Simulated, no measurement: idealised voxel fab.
Process module under the name voxel ribs on slabs
It is cross-section cut that appears here, measuring 140 nm in width, its square cells being 5 nm in size.
Cross-section format: a grid of square cells, given as bands from top to bottom; each band is one or more rows of cells.
In this notation a band is specified by the heights of its top and bottom, in that order and in nm, after which its materials appear from left to right, each paired with its width in nm. The word "everywhere" attached to a single material means that material fills the band from edge to edge; the word "blank" stands for empty space.
Ref level 0: as-received wafer is one material below here. Bottom band extends down with no lower bound ("0..down").
The two numbers in a width such as "30->40" mark its ends across the band: the first belongs to the top row of cells, the second to the bottom row, and from each row to the next the width moves by the same amount.
"all unchanged" -> step changed no cross-section cell.
The label "Completely enclosed voids" introduces a list of the empty spaces, 8 cells or larger, that have no open way up to the top; each entry in it reads width x height at distance, where the distance is taken from the left edge and all three are stated in nm.
Anything after a step's settings on that line? It's the simulator's own note about the step.
Each step line may optionally specify "overlay nm", which for a step with a mask gives the rightward distance between the mask's planned place and where it lay, a negative value indicating the leftward direction.

Listed below are the process steps as planned
1: RECEIVE: material Si
2: DIRECTIONAL_DEP: material SiO2, thk nm 20
3: DIRECTIONAL_DEP: material polySi, thk nm 20
4: PATTERN: tone cover, mask id RIB, material resist, width nm 30, thk nm 20, overlay nm 0
5: DIRECTIONAL_ETCH: etch materials polySi, depth nm 15
6: STRIP: etch materials resist
7: DIRECTIONAL_DEP: material aC, thk nm 15
8: PATTERN: tone cover, mask id SLAB, material resist, width nm 60, thk nm 35, overlay nm 0
9: DIRECTIONAL_ETCH: etch materials aC, depth nm 15
10: STRIP: etch materials resist
11: DIRECTIONAL_ETCH: etch materials polySi, depth nm 5
12: STRIP: etch materials aC
13: FILL_DEP: material SiO2, thk nm 15
14: CMP: height nm 50
15: DIRECTIONAL_DEP: material TiN, thk nm 5
16: MASKED_ETCH: tone cover, mask id HEATER, width nm 40, etch materials TiN, depth nm 5, overlay nm 0
17: CONFORMAL_DEP: material SiO2, thk nm 5

As-received wafer cross-section (after step 1)
  0..down = Si everywhere
  Completely enclosed voids: none

Here's the cross-section of the first of our two wafers at the end of the module - it ran as planned
  60..55 = blank=45, then SiO2=50, then blank=45
  55..50 = SiO2=50, then TiN=40, then SiO2=50
  50..40 = SiO2 everywhere
  40..25 = SiO2=55, then polySi=30, then SiO2=55
  25..20 = SiO2=40, then polySi=60, then SiO2=40
  20..0 = SiO2 everywhere
  0..down = Si everywhere
  Completely enclosed voids: none

Wafer two cross-section, module end. Start and plan unchanged from wafer one; one mistake made during the run
  60..55 = blank=45, then SiO2=50, then blank=45
  55..50 = SiO2=50, then TiN=40, then SiO2=50
  50..40 = SiO2 everywhere
  40..35 = SiO2=40, then polySi=15, then SiO2=30, then polySi=15, then SiO2=40
  35..25 = polySi=55, then SiO2=30, then polySi=55
  25..20 = polySi everywhere
  20..0 = SiO2 everywhere
  0..down = Si everywhere
  Completely enclosed voids: none
Error vs. plan: step 4 did not happen as planned, as run it was PATTERN: tone open, mask id RIB, material resist, width nm 30, thk nm 20, overlay nm 0
Counted in cells at the end, the second wafer holds more or fewer of these materials than the first: -48 SiO2; +48 polySi
